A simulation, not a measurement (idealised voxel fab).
Name of the process module below: voxel quadruple lines
Cross-section cut: width 285 nm, square cells of 5 nm.
Cross-section spec: square-cell grid; bands listed top down; each band is one or more rows.
The entry gives the band's vertical extent as a top height and a bottom height in nm, then its horizontal make-up as materials from left to right, each with a width in nm. "empty" stands for empty space; a single material marked "full width" fills the band edge to edge.
The level at which height equals 0 is the one under which the wafer, as it arrives, is entirely one material. No lower edge exists for the bottom band, which continues downward and is notated as in "0 -> down".
The expression "30 to 40" gives the width at the extremes of the band, the first number at its top row of cells and the second at its bottom row, with the width changing by equal amounts from each row to the next in between.
Reading "stayed the same" for a step: not a cell of the cross-section changed in it.
Reported under the label "Completely sealed voids" are the empty spaces having no open way to the top and comprising 8 cells or more; the notation for each is width x height at distance, in which the distance is measured from the left edge and all three values are in nm.
Post-settings text on a step line: simulator's own remark regarding the step.
overlay nm: how far to the right of its planned place the mask lay on this masked step (negative: to the left).
Each pair below shows a cross-section before one step and the cross-section after it, down to the lowest band that changed. The line under each pair gives the step between them, with its settings. The pairs can come from different runs of this module on the same starting wafer, so a pair continues from the pair above only where its "State on entry" says so.

### State on entry
> 0 -> down: Si full width
> Completely sealed voids: none

### Resultant Cross-Section
> 5 -> 0: SiO2 full width
> All layers under 0 are left as they were.
> Completely sealed voids: none
Process step (between the before and after cross-sections above): op CONFORMAL_DEP | material SiO2 | thk nm 5

State on entry: taken from the pair above, after panel.

### Resultant Cross-Section
> 15 -> 5: W full width
> All layers under 5 are left as they were.
> Completely sealed voids: none
Process step (between the before and after cross-sections above): op DIRECTIONAL_DEP | material W | thk nm 10

State on entry: taken from the pair above, after panel.

### Resultant Cross-Section
> 35 -> 15: polySi full width
> All layers under 15 are left as they were.
> Completely sealed voids: none
Process step (between the before and after cross-sections above): op DIRECTIONAL_DEP | material polySi | thk nm 20

State on entry: taken from the pair above, after panel.

### Resultant Cross-Section
> 60 -> 35: aC full width
> All layers under 35 are left as they were.
> Completely sealed voids: none
Process step (between the before and after cross-sections above): op DIRECTIONAL_DEP | material aC | thk nm 25

State on entry: taken from the pair above, after panel.

### Resultant Cross-Section
> 95 -> 60: 100 of empty  20 of resist  40 of empty  20 of resist  105 of empty
> All layers under 60 are left as they were.
> Completely sealed voids: none
Process step (between the before and after cross-sections above): op PATTERN | tone cover | mask id MANDREL | material resist | width nm 20 | pitch nm 60 | thk nm 35 | overlay nm 0

State on entry: taken from the pair above, after panel.

### Resultant Cross-Section
> 70 -> 60: 100 of empty  20 of resist  40 of empty  20 of resist  105 of empty
> 60 -> 35: 100 of empty  20 of aC  40 of empty  20 of aC  105 of empty
> All layers under 35 are left as they were.
> Completely sealed voids: none
Process step (between the before and after cross-sections above): op DIRECTIONAL_ETCH | etch materials aC | depth nm 25

State on entry: taken from the pair above, after panel.

### Resultant Cross-Section
> 60 -> 35: 100 of empty  20 of aC  40 of empty  20 of aC  105 of empty
> All layers under 35 are left as they were.
> Completely sealed voids: none
Process step (between the before and after cross-sections above): op STRIP | etch materials resist

State on entry: taken from the pair above, after panel.

### Resultant Cross-Section
> 70 -> 60: 90 of empty  40 of SiO2  20 of empty  40 of SiO2  95 of empty
> 60 -> 45: 90 of empty  10 of SiO2  20 of aC  10 of SiO2  20 of empty  10 of SiO2  20 of aC  10 of SiO2  95 of empty
> 45 -> 35: 100 of SiO2  20 of aC  40 of SiO2  20 of aC  105 of SiO2
> All layers under 35 are left as they were.
> Completely sealed voids: none
Process step (between the before and after cross-sections above): op CONFORMAL_DEP | material SiO2 | thk nm 10

State on entry: taken from the pair above, after panel.

### Resultant Cross-Section
> 60 -> 35: 90 of empty  10 of SiO2  20 of aC  10 of SiO2  20 of empty  10 of SiO2  20 of aC  10 of SiO2  95 of empty
> All layers under 35 are left as they were.
> Completely sealed voids: none
Process step (between the before and after cross-sections above): op DIRECTIONAL_ETCH | etch materials SiO2 | depth nm 10

State on entry: taken from the pair above, after panel.

### Resultant Cross-Section
> 60 -> 35: 90 of empty  10 of SiO2  20 of empty  10 of SiO2  20 of empty  10 of SiO2  20 of empty  10 of SiO2  95 of empty
> All layers under 35 are left as they were.
> Completely sealed voids: none
Process step (between the before and after cross-sections above): op STRIP | etch materials aC

State on entry: taken from the pair above, after panel.

### Resultant Cross-Section
> 60 -> 35: 90 of empty  10 of SiO2  20 of empty  10 of SiO2  20 of empty  10 of SiO2  20 of empty  10 of SiO2  95 of empty
> 35 -> 15: 90 of empty  10 of polySi  20 of empty  10 of polySi  20 of empty  10 of polySi  20 of empty  10 of polySi  95 of empty
> All layers under 15 are left as they were.
> Completely sealed voids: none
Process step (between the before and after cross-sections above): op DIRECTIONAL_ETCH | etch materials polySi | depth nm 20

State on entry: taken from the pair above, after panel.

### Resultant Cross-Section
> 35 -> 15: 90 of empty  10 of polySi  20 of empty  10 of polySi  20 of empty  10 of polySi  20 of empty  10 of polySi  95 of empty
> All layers under 15 are left as they were.
> Completely sealed voids: none
Process step (between the before and after cross-sections above): op STRIP | etch materials SiO2

State on entry: taken from the pair above, after panel.

### Resultant Cross-Section
> 40 -> 35: 85 of empty  20 of SiCN  10 of empty  20 of SiCN  10 of empty  20 of SiCN  10 of empty  20 of SiCN  90 of empty
> 35 -> 20: 85 of empty  5 of SiCN  10 of polySi  5 of SiCN  10 of empty  5 of SiCN  10 of polySi  5 of SiCN  10 of empty  5 of SiCN  10 of polySi  5 of SiCN  10 of empty  5 of SiCN  10 of polySi  5 of SiCN  90 of empty
> 20 -> 15: 90 of SiCN  10 of polySi  20 of SiCN  10 of polySi  20 of SiCN  10 of polySi  20 of SiCN  10 of polySi  95 of SiCN
> All layers under 15 are left as they were.
> Completely sealed voids: none
Process step (between the before and after cross-sections above): op CONFORMAL_DEP | material SiCN | thk nm 5

State on entry: taken from the pair above, after panel.

### Resultant Cross-Section
> 35 -> 15: 85 of empty  5 of SiCN  10 of polySi  5 of SiCN  10 of empty  5 of SiCN  10 of polySi  5 of SiCN  10 of empty  5 of SiCN  10 of polySi  5 of SiCN  10 of empty  5 of SiCN  10 of polySi  5 of SiCN  90 of empty
> All layers under 15 are left as they were.
> Completely sealed voids: none
Process step (between the before and after cross-sections above): op DIRECTIONAL_ETCH | etch materials SiCN | depth nm 5

State on entry: taken from the pair above, after panel.

### Resultant Cross-Section
> 35 -> 15: 85 of empty  5 of SiCN  10 of empty  5 of SiCN  10 of empty  5 of SiCN  10 of empty  5 of SiCN  10 of empty  5 of SiCN  10 of empty  5 of SiCN  10 of empty  5 of SiCN  10 of empty  5 of SiCN  90 of empty
> All layers under 15 are left as they were.
> Completely sealed voids: none
Process step (between the before and after cross-sections above): op STRIP | etch materials polySi

State on entry: taken from the pair above, after panel.

### Resultant Cross-Section
> 35 -> 15: 85 of empty  5 of SiCN  10 of empty  5 of SiCN  10 of empty  5 of SiCN  10 of empty  5 of SiCN  10 of empty  5 of SiCN  10 of empty  5 of SiCN  10 of empty  5 of SiCN  10 of empty  5 of SiCN  90 of empty
> 15 -> 5: 85 of empty  5 of W  10 of empty  5 of W  10 of empty  5 of W  10 of empty  5 of W  10 of empty  5 of W  10 of empty  5 of W  10 of empty  5 of W  10 of empty  5 of W  90 of empty
> All layers under 5 are left as they were.
> Completely sealed voids: none
Process step (between the before and after cross-sections above): op DIRECTIONAL_ETCH | etch materials W | depth nm 10

State on entry: taken from the pair above, after panel.

### Resultant Cross-Section
> 15 -> 5: 85 of empty  5 of W  10 of empty  5 of W  10 of empty  5 of W  10 of empty  5 of W  10 of empty  5 of W  10 of empty  5 of W  10 of empty  5 of W  10 of empty  5 of W  90 of empty
> All layers under 5 are left as they were.
> Completely sealed voids: none
Process step (between the before and after cross-sections above): op STRIP | etch materials SiCN

### State on entry
> 0 -> down: Si full width
> Completely sealed voids: none

### Resultant Cross-Section
> 10 -> 0: W full width
> All layers under 0 are left as they were.
> Completely sealed voids: none
Process step (between the before and after cross-sections above): op DIRECTIONAL_DEP | material W | thk nm 10

State on entry: taken from the pair above, after panel.

### Resultant Cross-Section
> 30 -> 10: polySi full width
> All layers under 10 are left as they were.
> Completely sealed voids: none
Process step (between the before and after cross-sections above): op DIRECTIONAL_DEP | material polySi | thk nm 20

State on entry: taken from the pair above, after panel.

### Resultant Cross-Section
> 55 -> 30: aC full width
> All layers under 30 are left as they were.
> Completely sealed voids: none
Process step (between the before and after cross-sections above): op DIRECTIONAL_DEP | material aC | thk nm 25

State on entry: taken from the pair above, after panel.

### Resultant Cross-Section
> 90 -> 55: 100 of empty  20 of resist  40 of empty  20 of resist  105 of empty
> All layers under 55 are left as they were.
> Completely sealed voids: none
Process step (between the before and after cross-sections above): op PATTERN | tone cover | mask id MANDREL | material resist | width nm 20 | pitch nm 60 | thk nm 35 | overlay nm 0

State on entry: taken from the pair above, after panel.

### Resultant Cross-Section
> 65 -> 55: 100 of empty  20 of resist  40 of empty  20 of resist  105 of empty
> 55 -> 30: 100 of empty  20 of aC  40 of empty  20 of aC  105 of empty
> All layers under 30 are left as they were.
> Completely sealed voids: none
Process step (between the before and after cross-sections above): op DIRECTIONAL_ETCH | etch materials aC | depth nm 25

State on entry: taken from the pair above, after panel.

### Resultant Cross-Section
> 55 -> 30: 100 of empty  20 of aC  40 of empty  20 of aC  105 of empty
> All layers under 30 are left as they were.
> Completely sealed voids: none
Process step (between the before and after cross-sections above): op STRIP | etch materials resist

State on entry: taken from the pair above, after panel.

### Resultant Cross-Section
> 65 -> 55: 90 of empty  40 of SiO2  20 of empty  40 of SiO2  95 of empty
> 55 -> 40: 90 of empty  10 of SiO2  20 of aC  10 of SiO2  20 of empty  10 of SiO2  20 of aC  10 of SiO2  95 of empty
> 40 -> 30: 100 of SiO2  20 of aC  40 of SiO2  20 of aC  105 of SiO2
> All layers under 30 are left as they were.
> Completely sealed voids: none
Process step (between the before and after cross-sections above): op CONFORMAL_DEP | material SiO2 | thk nm 10

State on entry: taken from the pair above, after panel.

### Resultant Cross-Section
> 55 -> 30: 90 of empty  10 of SiO2  20 of aC  10 of SiO2  20 of empty  10 of SiO2  20 of aC  10 of SiO2  95 of empty
> All layers under 30 are left as they were.
> Completely sealed voids: none
Process step (between the before and after cross-sections above): op DIRECTIONAL_ETCH | etch materials SiO2 | depth nm 10

State on entry: taken from the pair above, after panel.

### Resultant Cross-Section
> 55 -> 30: 90 of empty  10 of SiO2  20 of empty  10 of SiO2  20 of empty  10 of SiO2  20 of empty  10 of SiO2  95 of empty
> All layers under 30 are left as they were.
> Completely sealed voids: none
Process step (between the before and after cross-sections above): op STRIP | etch materials aC

State on entry: taken from the pair above, after panel.

### Resultant Cross-Section
> 55 -> 30: 90 of empty  10 of SiO2  20 of empty  10 of SiO2  20 of empty  10 of SiO2  20 of empty  10 of SiO2  95 of empty
> 30 -> 10: 90 of empty  10 of polySi  20 of empty  10 of polySi  20 of empty  10 of polySi  20 of empty  10 of polySi  95 of empty
> All layers under 10 are left as they were.
> Completely sealed voids: none
Process step (between the before and after cross-sections above): op DIRECTIONAL_ETCH | etch materials polySi | depth nm 20

State on entry: taken from the pair above, after panel.

### Resultant Cross-Section
> 30 -> 10: 90 of empty  10 of polySi  20 of empty  10 of polySi  20 of empty  10 of polySi  20 of empty  10 of polySi  95 of empty
> All layers under 10 are left as they were.
> Completely sealed voids: none
Process step (between the before and after cross-sections above): op STRIP | etch materials SiO2

State on entry: taken from the pair above, after panel.

### Resultant Cross-Section
> 35 -> 30: 85 of empty  20 of SiCN  10 of empty  20 of SiCN  10 of empty  20 of SiCN  10 of empty  20 of SiCN  90 of empty
> 30 -> 15: 85 of empty  5 of SiCN  10 of polySi  5 of SiCN  10 of empty  5 of SiCN  10 of polySi  5 of SiCN  10 of empty  5 of SiCN  10 of polySi  5 of SiCN  10 of empty  5 of SiCN  10 of polySi  5 of SiCN  90 of empty
> 15 -> 10: 90 of SiCN  10 of polySi  20 of SiCN  10 of polySi  20 of SiCN  10 of polySi  20 of SiCN  10 of polySi  95 of SiCN
> All layers under 10 are left as they were.
> Completely sealed voids: none
Process step (between the before and after cross-sections above): op CONFORMAL_DEP | material SiCN | thk nm 5

State on entry: taken from the pair above, after panel.

### Resultant Cross-Section
> 30 -> 10: 85 of empty  5 of SiCN  10 of polySi  5 of SiCN  10 of empty  5 of SiCN  10 of polySi  5 of SiCN  10 of empty  5 of SiCN  10 of polySi  5 of SiCN  10 of empty  5 of SiCN  10 of polySi  5 of SiCN  90 of empty
> All layers under 10 are left as they were.
> Completely sealed voids: none
Process step (between the before and after cross-sections above): op DIRECTIONAL_ETCH | etch materials SiCN | depth nm 5

State on entry: taken from the pair above, after panel.

### Resultant Cross-Section
> 30 -> 10: 85 of empty  5 of SiCN  10 of empty  5 of SiCN  10 of empty  5 of SiCN  10 of empty  5 of SiCN  10 of empty  5 of SiCN  10 of empty  5 of SiCN  10 of empty  5 of SiCN  10 of empty  5 of SiCN  90 of empty
> All layers under 10 are left as they were.
> Completely sealed voids: none
Process step (between the before and after cross-sections above): op STRIP | etch materials polySi

State on entry: taken from the pair above, after panel.

### Resultant Cross-Section
> 30 -> 10: 85 of empty  5 of SiCN  10 of empty  5 of SiCN  10 of empty  5 of SiCN  10 of empty  5 of SiCN  10 of empty  5 of SiCN  10 of empty  5 of SiCN  10 of empty  5 of SiCN  10 of empty  5 of SiCN  90 of empty
> 10 -> 0: 85 of empty  5 of W  10 of empty  5 of W  10 of empty  5 of W  10 of empty  5 of W  10 of empty  5 of W  10 of empty  5 of W  10 of empty  5 of W  10 of empty  5 of W  90 of empty
> All layers under 0 are left as they were.
> Completely sealed voids: none
Process step (between the before and after cross-sections above): op DIRECTIONAL_ETCH | etch materials W | depth nm 10

State on entry: taken from the pair above, after panel.

### Resultant Cross-Section
> 10 -> 0: 85 of empty  5 of W  10 of empty  5 of W  10 of empty  5 of W  10 of empty  5 of W  10 of empty  5 of W  10 of empty  5 of W  10 of empty  5 of W  10 of empty  5 of W  90 of empty
> All layers under 0 are left as they were.
> Completely sealed voids: none
Process step (between the before and after cross-sections above): op STRIP | etch materials SiCN

### State on entry
> 60 -> 35: 90 of empty  10 of SiO2  20 of aC  10 of SiO2  20 of empty  10 of SiO2  20 of aC  10 of SiO2  95 of empty
> 35 -> 15: polySi full width
> 15 -> 5: W full width
> 5 -> 0: SiO2 full width
> 0 -> down: Si full width
> Completely sealed voids: none

### Resultant Cross-Section
> 60 -> 50: 100 of empty  20 of aC  40 of empty  20 of aC  105 of empty
> All layers under 50 are left as they were.
> Completely sealed voids: none
Process step (between the before and after cross-sections above): op DIRECTIONAL_ETCH | etch materials SiO2 | depth nm 10

State on entry: taken from the pair above, after panel.

### Resultant Cross-Section
> 50 -> 35: 90 of empty  10 of SiO2  20 of empty  10 of SiO2  20 of empty  10 of SiO2  20 of empty  10 of SiO2  95 of empty
> All layers under 35 are left as they were.
> Completely sealed voids: none
Process step (between the before and after cross-sections above): op STRIP | etch materials aC

State on entry: taken from the pair above, after panel.

### Resultant Cross-Section
> 50 -> 35: 90 of empty  10 of SiO2  20 of empty  10 of SiO2  20 of empty  10 of SiO2  20 of empty  10 of SiO2  95 of empty
> 35 -> 15: 90 of empty  10 of polySi  20 of empty  10 of polySi  20 of empty  10 of polySi  20 of empty  10 of polySi  95 of empty
> All layers under 15 are left as they were.
> Completely sealed voids: none
Process step (between the before and after cross-sections above): op DIRECTIONAL_ETCH | etch materials polySi | depth nm 20

State on entry: taken from the pair above, after panel.

### Resultant Cross-Section
> 35 -> 15: 90 of empty  10 of polySi  20 of empty  10 of polySi  20 of empty  10 of polySi  20 of empty  10 of polySi  95 of empty
> All layers under 15 are left as they were.
> Completely sealed voids: none
Process step (between the before and after cross-sections above): op STRIP | etch materials SiO2

### State on entry
> 15 -> 5: W full width
> 5 -> 0: SiO2 full width
> 0 -> down: Si full width
> Completely sealed voids: none

### Resultant Cross-Section
> 40 -> 15: aC full width
> All layers under 15 are left as they were.
> Completely sealed voids: none
Process step (between the before and after cross-sections above): op DIRECTIONAL_DEP | material aC | thk nm 25

State on entry: taken from the pair above, after panel.

### Resultant Cross-Section
> 60 -> 40: polySi full width
> All layers under 40 are left as they were.
> Completely sealed voids: none
Process step (between the before and after cross-sections above): op DIRECTIONAL_DEP | material polySi | thk nm 20

State on entry: taken from the pair above, after panel.

### Resultant Cross-Section
> 95 -> 60: 100 of empty  20 of resist  40 of empty  20 of resist  105 of empty
> All layers under 60 are left as they were.
> Completely sealed voids: none
Process step (between the before and after cross-sections above): op PATTERN | tone cover | mask id MANDREL | material resist | width nm 20 | pitch nm 60 | thk nm 35 | overlay nm 0

State on entry: taken from the pair above, after panel.

### Resultant Cross-Section
> 70 -> 60: 100 of empty  20 of resist  40 of empty  20 of resist  105 of empty
> All layers under 60 are left as they were.
> Completely sealed voids: none
Process step (between the before and after cross-sections above): op DIRECTIONAL_ETCH | etch materials aC | depth nm 25

State on entry: taken from the pair above, after panel.

### Resultant Cross-Section
> 60 -> 40: polySi full width
> All layers under 40 are left as they were.
> Completely sealed voids: none
Process step (between the before and after cross-sections above): op STRIP | etch materials resist

State on entry: taken from the pair above, after panel.

### Resultant Cross-Section
> 70 -> 60: SiO2 full width
> All layers under 60 are left as they were.
> Completely sealed voids: none
Process step (between the before and after cross-sections above): op CONFORMAL_DEP | material SiO2 | thk nm 10

State on entry: taken from the pair above, after panel.

### Resultant Cross-Section
> 60 -> 40: polySi full width
> All layers under 40 are left as they were.
> Completely sealed voids: none
Process step (between the before and after cross-sections above): op DIRECTIONAL_ETCH | etch materials SiO2 | depth nm 10

State on entry: taken from the pair above, after panel.

### Resultant Cross-Section
> 40 -> 15: aC full width
> All layers under 15 are left as they were.
> Completely sealed voids: none
Process step (between the before and after cross-sections above): op DIRECTIONAL_ETCH | etch materials polySi | depth nm 20

State on entry: taken from the pair above, after panel.

### Resultant Cross-Section
> 45 -> 40: SiCN full width
> All layers under 40 are left as they were.
> Completely sealed voids: none
Process step (between the before and after cross-sections above): op CONFORMAL_DEP | material SiCN | thk nm 5

State on entry: taken from the pair above, after panel.

### Resultant Cross-Section
> 40 -> 15: aC full width
> All layers under 15 are left as they were.
> Completely sealed voids: none
Process step (between the before and after cross-sections above): op DIRECTIONAL_ETCH | etch materials SiCN | depth nm 5

### State on entry
> 60 -> 35: 100 of empty  20 of aC  40 of empty  20 of aC  105 of empty
> 35 -> 15: polySi full width
> 15 -> 5: W full width
> 5 -> 0: SiO2 full width
> 0 -> down: Si full width
> Completely sealed voids: none

### Resultant Cross-Section
> 65 -> 60: 95 of empty  30 of SiO2  30 of empty  30 of SiO2  100 of empty
> 60 -> 40: 95 of empty  5 of SiO2  20 of aC  5 of SiO2  30 of empty  5 of SiO2  20 of aC  5 of SiO2  100 of empty
> 40 -> 35: 100 of SiO2  20 of aC  40 of SiO2  20 of aC  105 of SiO2
> All layers under 35 are left as they were.
> Completely sealed voids: none
Process step (between the before and after cross-sections above): op CONFORMAL_DEP | material SiO2 | thk nm 5

State on entry: taken from the pair above, after panel.

### Resultant Cross-Section
> 60 -> 55: 100 of empty  20 of aC  40 of empty  20 of aC  105 of empty
> 55 -> 35: 95 of empty  5 of SiO2  20 of aC  5 of SiO2  30 of empty  5 of SiO2  20 of aC  5 of SiO2  100 of empty
> All layers under 35 are left as they were.
> Completely sealed voids: none
Process step (between the before and after cross-sections above): op DIRECTIONAL_ETCH | etch materials SiO2 | depth nm 10

State on entry: taken from the pair above, after panel.

### Resultant Cross-Section
> 55 -> 35: 95 of empty  5 of SiO2  20 of empty  5 of SiO2  30 of empty  5 of SiO2  20 of empty  5 of SiO2  100 of empty
> All layers under 35 are left as they were.
> Completely sealed voids: none
Process step (between the before and after cross-sections above): op STRIP | etch materials aC

State on entry: taken from the pair above, after panel.

### Resultant Cross-Section
> 55 -> 35: 95 of empty  5 of SiO2  20 of empty  5 of SiO2  30 of empty  5 of SiO2  20 of empty  5 of SiO2  100 of empty
> 35 -> 15: 95 of empty  5 of polySi  20 of empty  5 of polySi  30 of empty  5 of polySi  20 of empty  5 of polySi  100 of empty
> All layers under 15 are left as they were.
> Completely sealed voids: none
Process step (between the before and after cross-sections above): op DIRECTIONAL_ETCH | etch materials polySi | depth nm 20

State on entry: taken from the pair above, after panel.

### Resultant Cross-Section
> 35 -> 15: 95 of empty  5 of polySi  20 of empty  5 of polySi  30 of empty  5 of polySi  20 of empty  5 of polySi  100 of empty
> All layers under 15 are left as they were.
> Completely sealed voids: none
Process step (between the before and after cross-sections above): op STRIP | etch materials SiO2

State on entry: taken from the pair above, after panel.

### Resultant Cross-Section
> 40 -> 35: 90 of empty  15 of SiCN  10 of empty  15 of SiCN  20 of empty  15 of SiCN  10 of empty  15 of SiCN  95 of empty
> 35 -> 20: 90 of empty  5 of SiCN  5 of polySi  5 of SiCN  10 of empty  5 of SiCN  5 of polySi  5 of SiCN  20 of empty  5 of SiCN  5 of polySi  5 of SiCN  10 of empty  5 of SiCN  5 of polySi  5 of SiCN  95 of empty
> 20 -> 15: 95 of SiCN  5 of polySi  20 of SiCN  5 of polySi  30 of SiCN  5 of polySi  20 of SiCN  5 of polySi  100 of SiCN
> All layers under 15 are left as they were.
> Completely sealed voids: none
Process step (between the before and after cross-sections above): op CONFORMAL_DEP | material SiCN | thk nm 5

State on entry: taken from the pair above, after panel.

### Resultant Cross-Section
> 35 -> 15: 90 of empty  5 of SiCN  5 of polySi  5 of SiCN  10 of empty  5 of SiCN  5 of polySi  5 of SiCN  20 of empty  5 of SiCN  5 of polySi  5 of SiCN  10 of empty  5 of SiCN  5 of polySi  5 of SiCN  95 of empty
> All layers under 15 are left as they were.
> Completely sealed voids: none
Process step (between the before and after cross-sections above): op DIRECTIONAL_ETCH | etch materials SiCN | depth nm 5

State on entry: taken from the pair above, after panel.

### Resultant Cross-Section
> 35 -> 15: 90 of empty  5 of SiCN  5 of empty  5 of SiCN  10 of empty  5 of SiCN  5 of empty  5 of SiCN  20 of empty  5 of SiCN  5 of empty  5 of SiCN  10 of empty  5 of SiCN  5 of empty  5 of SiCN  95 of empty
> All layers under 15 are left as they were.
> Completely sealed voids: none
Process step (between the before and after cross-sections above): op STRIP | etch materials polySi

State on entry: taken from the pair above, after panel.

### Resultant Cross-Section
> 35 -> 15: 90 of empty  5 of SiCN  5 of empty  5 of SiCN  10 of empty  5 of SiCN  5 of empty  5 of SiCN  20 of empty  5 of SiCN  5 of empty  5 of SiCN  10 of empty  5 of SiCN  5 of empty  5 of SiCN  95 of empty
> 15 -> 5: 90 of empty  5 of W  5 of empty  5 of W  10 of empty  5 of W  5 of empty  5 of W  20 of empty  5 of W  5 of empty  5 of W  10 of empty  5 of W  5 of empty  5 of W  95 of empty
> All layers under 5 are left as they were.
> Completely sealed voids: none
Process step (between the before and after cross-sections above): op DIRECTIONAL_ETCH | etch materials W | depth nm 10

State on entry: taken from the pair above, after panel.

### Resultant Cross-Section
> 15 -> 5: 90 of empty  5 of W  5 of empty  5 of W  10 of empty  5 of W  5 of empty  5 of W  20 of empty  5 of W  5 of empty  5 of W  10 of empty  5 of W  5 of empty  5 of W  95 of empty
> All layers under 5 are left as they were.
> Completely sealed voids: none
Process step (between the before and after cross-sections above): op STRIP | etch materials SiCN

### State on entry
> 60 -> 35: aC full width
> 35 -> 15: polySi full width
> 15 -> 5: W full width
> 5 -> 0: SiO2 full width
> 0 -> down: Si full width
> Completely sealed voids: none

### Resultant Cross-Section
> 95 -> 60: 95 of empty  30 of resist  30 of empty  30 of resist  100 of empty
> All layers under 60 are left as they were.
> Completely sealed voids: none
Process step (between the before and after cross-sections above): op PATTERN | tone cover | mask id MANDREL | material resist | width nm 30 | pitch nm 60 | thk nm 35 | overlay nm 0

State on entry: taken from the pair above, after panel.

### Resultant Cross-Section
> 70 -> 60: 95 of empty  30 of resist  30 of empty  30 of resist  100 of empty
> 60 -> 35: 95 of empty  30 of aC  30 of empty  30 of aC  100 of empty
> All layers under 35 are left as they were.
> Completely sealed voids: none
Process step (between the before and after cross-sections above): op DIRECTIONAL_ETCH | etch materials aC | depth nm 25

State on entry: taken from the pair above, after panel.

### Resultant Cross-Section
> 60 -> 35: 95 of empty  30 of aC  30 of empty  30 of aC  100 of empty
> All layers under 35 are left as they were.
> Completely sealed voids: none
Process step (between the before and after cross-sections above): op STRIP | etch materials resist

State on entry: taken from the pair above, after panel.

### Resultant Cross-Section
> 70 -> 60: 85 of empty  50 of SiO2  10 of empty  50 of SiO2  90 of empty
> 60 -> 45: 85 of empty  10 of SiO2  30 of aC  10 of SiO2  10 of empty  10 of SiO2  30 of aC  10 of SiO2  90 of empty
> 45 -> 35: 95 of SiO2  30 of aC  30 of SiO2  30 of aC  100 of SiO2
> All layers under 35 are left as they were.
> Completely sealed voids: none
Process step (between the before and after cross-sections above): op CONFORMAL_DEP | material SiO2 | thk nm 10

State on entry: taken from the pair above, after panel.

### Resultant Cross-Section
> 60 -> 35: 85 of empty  10 of SiO2  30 of aC  10 of SiO2  10 of empty  10 of SiO2  30 of aC  10 of SiO2  90 of empty
> All layers under 35 are left as they were.
> Completely sealed voids: none
Process step (between the before and after cross-sections above): op DIRECTIONAL_ETCH | etch materials SiO2 | depth nm 10

State on entry: taken from the pair above, after panel.

### Resultant Cross-Section
> 60 -> 35: 85 of empty  10 of SiO2  30 of empty  10 of SiO2  10 of empty  10 of SiO2  30 of empty  10 of SiO2  90 of empty
> All layers under 35 are left as they were.
> Completely sealed voids: none
Process step (between the before and after cross-sections above): op STRIP | etch materials aC

State on entry: taken from the pair above, after panel.

### Resultant Cross-Section
> 60 -> 35: 85 of empty  10 of SiO2  30 of empty  10 of SiO2  10 of empty  10 of SiO2  30 of empty  10 of SiO2  90 of empty
> 35 -> 15: 85 of empty  10 of polySi  30 of empty  10 of polySi  10 of empty  10 of polySi  30 of empty  10 of polySi  90 of empty
> All layers under 15 are left as they were.
> Completely sealed voids: none
Process step (between the before and after cross-sections above): op DIRECTIONAL_ETCH | etch materials polySi | depth nm 20

State on entry: taken from the pair above, after panel.

### Resultant Cross-Section
> 35 -> 15: 85 of empty  10 of polySi  30 of empty  10 of polySi  10 of empty  10 of polySi  30 of empty  10 of polySi  90 of empty
> All layers under 15 are left as they were.
> Completely sealed voids: none
Process step (between the before and after cross-sections above): op STRIP | etch materials SiO2

State on entry: taken from the pair above, after panel.

### Resultant Cross-Section
> 40 -> 35: 80 of empty  20 of SiCN  20 of empty  40 of SiCN  20 of empty  20 of SiCN  85 of empty
> 35 -> 20: 80 of empty  5 of SiCN  10 of polySi  5 of SiCN  20 of empty  5 of SiCN  10 of polySi  10 of SiCN  10 of polySi  5 of SiCN  20 of empty  5 of SiCN  10 of polySi  5 of SiCN  85 of empty
> 20 -> 15: 85 of SiCN  10 of polySi  30 of SiCN  10 of polySi  10 of SiCN  10 of polySi  30 of SiCN  10 of polySi  90 of SiCN
> All layers under 15 are left as they were.
> Completely sealed voids: none
Process step (between the before and after cross-sections above): op CONFORMAL_DEP | material SiCN | thk nm 5

State on entry: taken from the pair above, after panel.

### Resultant Cross-Section
> 35 -> 15: 80 of empty  5 of SiCN  10 of polySi  5 of SiCN  20 of empty  5 of SiCN  10 of polySi  10 of SiCN  10 of polySi  5 of SiCN  20 of empty  5 of SiCN  10 of polySi  5 of SiCN  85 of empty
> All layers under 15 are left as they were.
> Completely sealed voids: none
Process step (between the before and after cross-sections above): op DIRECTIONAL_ETCH | etch materials SiCN | depth nm 5

State on entry: taken from the pair above, after panel.

### Resultant Cross-Section
> 35 -> 15: 80 of empty  5 of SiCN  10 of empty  5 of SiCN  20 of empty  5 of SiCN  10 of empty  10 of SiCN  10 of empty  5 of SiCN  20 of empty  5 of SiCN  10 of empty  5 of SiCN  85 of empty
> All layers under 15 are left as they were.
> Completely sealed voids: none
Process step (between the before and after cross-sections above): op STRIP | etch materials polySi

State on entry: taken from the pair above, after panel.

### Resultant Cross-Section
> 35 -> 15: 80 of empty  5 of SiCN  10 of empty  5 of SiCN  20 of empty  5 of SiCN  10 of empty  10 of SiCN  10 of empty  5 of SiCN  20 of empty  5 of SiCN  10 of empty  5 of SiCN  85 of empty
> 15 -> 5: 80 of empty  5 of W  10 of empty  5 of W  20 of empty  5 of W  10 of empty  10 of W  10 of empty  5 of W  20 of empty  5 of W  10 of empty  5 of W  85 of empty
> All layers under 5 are left as they were.
> Completely sealed voids: none
Process step (between the before and after cross-sections above): op DIRECTIONAL_ETCH | etch materials W | depth nm 10

State on entry: taken from the pair above, after panel.

### Resultant Cross-Section
> 15 -> 5: 80 of empty  5 of W  10 of empty  5 of W  20 of empty  5 of W  10 of empty  10 of W  10 of empty  5 of W  20 of empty  5 of W  10 of empty  5 of W  85 of empty
> All layers under 5 are left as they were.
> Completely sealed voids: none
Process step (between the before and after cross-sections above): op STRIP | etch materials SiCN

### State on entry
> 60 -> 35: aC full width
> 35 -> 15: polySi full width
> 15 -> 5: W full width
> 5 -> 0: SiO2 full width
> 0 -> down: Si full width
> Completely sealed voids: none

### Resultant Cross-Section
> 95 -> 60: 95 of empty  20 of resist  40 of empty  20 of resist  110 of empty
> All layers under 60 are left as they were.
> Completely sealed voids: none
Process step (between the before and after cross-sections above): op PATTERN | tone cover | mask id MANDREL | material resist | width nm 20 | pitch nm 60 | thk nm 35 | overlay nm -5

State on entry: taken from the pair above, after panel.

### Resultant Cross-Section
> 70 -> 60: 95 of empty  20 of resist  40 of empty  20 of resist  110 of empty
> 60 -> 35: 95 of empty  20 of aC  40 of empty  20 of aC  110 of empty
> All layers under 35 are left as they were.
> Completely sealed voids: none
Process step (between the before and after cross-sections above): op DIRECTIONAL_ETCH | etch materials aC | depth nm 25

State on entry: taken from the pair above, after panel.

### Resultant Cross-Section
> 60 -> 35: 95 of empty  20 of aC  40 of empty  20 of aC  110 of empty
> All layers under 35 are left as they were.
> Completely sealed voids: none
Process step (between the before and after cross-sections above): op STRIP | etch materials resist
